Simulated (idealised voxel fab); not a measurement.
voxel released beams: a process module
In the cross-section labelled cut, the width is 295 nm and each square cell is 5 nm.
We lay out every cross-section as a grid of square cells and spell it out in bands from the top down, where one band means one or more rows of cells.
Basically the band line says how high the top is and how high the bottom is, in nm, and then what's in it from left to right, every material with its width in nm. Empty space shows up as "air", and if a single material carries "edge to edge" it runs the full band edge to edge.
Zero point of the height axis is 0; under it, received wafer = one material. Lowest band: continues down indefinitely, "0 nm and below".
The width entry "30..40" should be interpreted row by row: the top row of cells in the band takes the first number, the bottom row takes the second number, and the change between adjacent rows is uniform throughout.
It should be understood that the words "no alteration", when stated for a given step, signify that the cross-section underwent no change in any of its cells during that step.
Voids not open to the top, 8 cells minimum: see "Catalogued sealed voids". Written width x height at distance; distance is from the left edge; nm.
That trailing text on a step's line, after the settings, is the simulator's own remark on the step.
overlay nm: mask right of planned place by this much (step with mask). Neg. = left.
## The following list gives the planned process steps
step 1: RECEIVE: material Si
step 2: CONFORMAL_DEP: material Al2O3, thk nm 10
step 3: DIRECTIONAL_DEP: material SiO2, thk nm 15
step 4: PATTERN: tone open, mask id ANCHOR, material resist, width nm 35, thk nm 20, overlay nm 0
step 5: DIRECTIONAL_ETCH: etch materials SiO2, depth nm 15
step 6: STRIP: etch materials resist
step 7: CONFORMAL_DEP: material SiN, thk nm 15
step 8: DIRECTIONAL_DEP: material aC, thk nm 15
step 9: PATTERN: tone cover, mask id BEAM, material resist, width nm 115, thk nm 30, overlay nm 0
step 10: DIRECTIONAL_ETCH: etch materials aC, depth nm 15
step 11: STRIP: etch materials resist
step 12: DIRECTIONAL_ETCH: etch materials SiN, depth nm 15
step 13: STRIP: etch materials aC
step 14: STRIP: etch materials SiO2
## First of two wafers - as planned
## Shown in cross-section is the wafer as received, that is, as it stands after step 1
    0 nm and below  Si edge to edge
    Catalogued sealed voids: none
## Step 2 complete: cross-section through the wafer
    10 nm to 0 nm  Al2O3 edge to edge
    No changes below 0.
## Step 3 complete: cross-section through the wafer
    25 nm to 10 nm  SiO2 edge to edge
    No changes below 10.
## Step 4 complete: cross-section through the wafer
    45 nm to 25 nm  resist 90  air 35  resist 170
    No changes below 25.
## Step 5 complete: cross-section through the wafer
    45 nm to 25 nm  resist 90  air 35  resist 170
    25 nm to 10 nm  SiO2 90  air 35  SiO2 170
    No changes below 10.
## Step 6 complete: cross-section through the wafer
    25 nm to 10 nm  SiO2 90  air 35  SiO2 170
    No changes below 10.
## Step 7 complete: cross-section through the wafer
    40 nm to 25 nm  SiN 105  air 5  SiN 185
    25 nm to 10 nm  SiO2 90  SiN 35  SiO2 170
    No changes below 10.
## Step 8 complete: cross-section through the wafer
    55 nm to 40 nm  aC 105  air 5  aC 185
    40 nm to 25 nm  SiN 105  aC 5  SiN 185
    No changes below 25.
## Step 9 complete: cross-section through the wafer
    85 nm to 55 nm  air 85  resist 115  air 95
    55 nm to 40 nm  aC 105  resist 5  aC 185
    No changes below 40.
## Step 10 complete: cross-section through the wafer
    70 nm to 55 nm  air 85  resist 115  air 95
    55 nm to 40 nm  air 85  aC 20  resist 5  aC 90  air 95
    No changes below 40.
## Step 11 complete: cross-section through the wafer
    55 nm to 40 nm  air 85  aC 20  air 5  aC 90  air 95
    No changes below 40.
## Step 12 complete: cross-section through the wafer
    55 nm to 40 nm  air 85  aC 20  air 5  aC 90  air 95
    40 nm to 25 nm  air 85  SiN 20  aC 5  SiN 90  air 95
    No changes below 25.
## Step 13 complete: cross-section through the wafer
    40 nm to 25 nm  air 85  SiN 20  air 5  SiN 90  air 95
    No changes below 25.
## Step 14 complete: cross-section through the wafer
    40 nm to 25 nm  air 85  SiN 20  air 5  SiN 90  air 95
    25 nm to 10 nm  air 90  SiN 35  air 170
    No changes below 10.
## Companion wafer, the second of two: same beginning, same intended sequence, one mistake in carrying it out; through step 1 inclusive it tracks the first exactly
## Cross-section of the second wafer when, according to plan, step 2 should have finished
    15 nm to 0 nm  Al2O3 edge to edge
    No changes below 0.
## Cross-section of the second wafer when, according to plan, step 3 should have finished
    30 nm to 15 nm  SiO2 edge to edge
    No changes below 15.
## Cross-section of the second wafer when, according to plan, step 4 should have finished
    50 nm to 30 nm  resist 90  air 35  resist 170
    No changes below 30.
## Cross-section of the second wafer when, according to plan, step 5 should have finished
    50 nm to 30 nm  resist 90  air 35  resist 170
    30 nm to 15 nm  SiO2 90  air 35  SiO2 170
    No changes below 15.
## Cross-section of the second wafer when, according to plan, step 6 should have finished
    30 nm to 15 nm  SiO2 90  air 35  SiO2 170
    No changes below 15.
## Cross-section of the second wafer when, according to plan, step 7 should have finished
    45 nm to 30 nm  SiN 105  air 5  SiN 185
    30 nm to 15 nm  SiO2 90  SiN 35  SiO2 170
    No changes below 15.
## Cross-section of the second wafer when, according to plan, step 8 should have finished
    60 nm to 45 nm  aC 105  air 5  aC 185
    45 nm to 30 nm  SiN 105  aC 5  SiN 185
    No changes below 30.
## Cross-section of the second wafer when, according to plan, step 9 should have finished
    90 nm to 60 nm  air 85  resist 115  air 95
    60 nm to 45 nm  aC 105  resist 5  aC 185
    No changes below 45.
## Cross-section of the second wafer when, according to plan, step 10 should have finished
    75 nm to 60 nm  air 85  resist 115  air 95
    60 nm to 45 nm  air 85  aC 20  resist 5  aC 90  air 95
    No changes below 45.
## Cross-section of the second wafer when, according to plan, step 11 should have finished
    60 nm to 45 nm  air 85  aC 20  air 5  aC 90  air 95
    No changes below 45.
## Cross-section of the second wafer when, according to plan, step 12 should have finished
    60 nm to 45 nm  air 85  aC 20  air 5  aC 90  air 95
    45 nm to 30 nm  air 85  SiN 20  aC 5  SiN 90  air 95
    No changes below 30.
## Cross-section of the second wafer when, according to plan, step 13 should have finished
    45 nm to 30 nm  air 85  SiN 20  air 5  SiN 90  air 95
    No changes below 30.
## Cross-section of the second wafer when, according to plan, step 14 should have finished
    45 nm to 30 nm  air 85  SiN 20  air 5  SiN 90  air 95
    30 nm to 15 nm  air 90  SiN 35  air 170
    No changes below 15.
Finding, execution versus plan: step 2 was not run as planned; what actually ran was CONFORMAL_DEP: material Al2O3, thk nm 15
Upon completion, the second wafer contains, in terms of cells, a greater or smaller amount of certain materials than the first wafer: +59 Al2O3
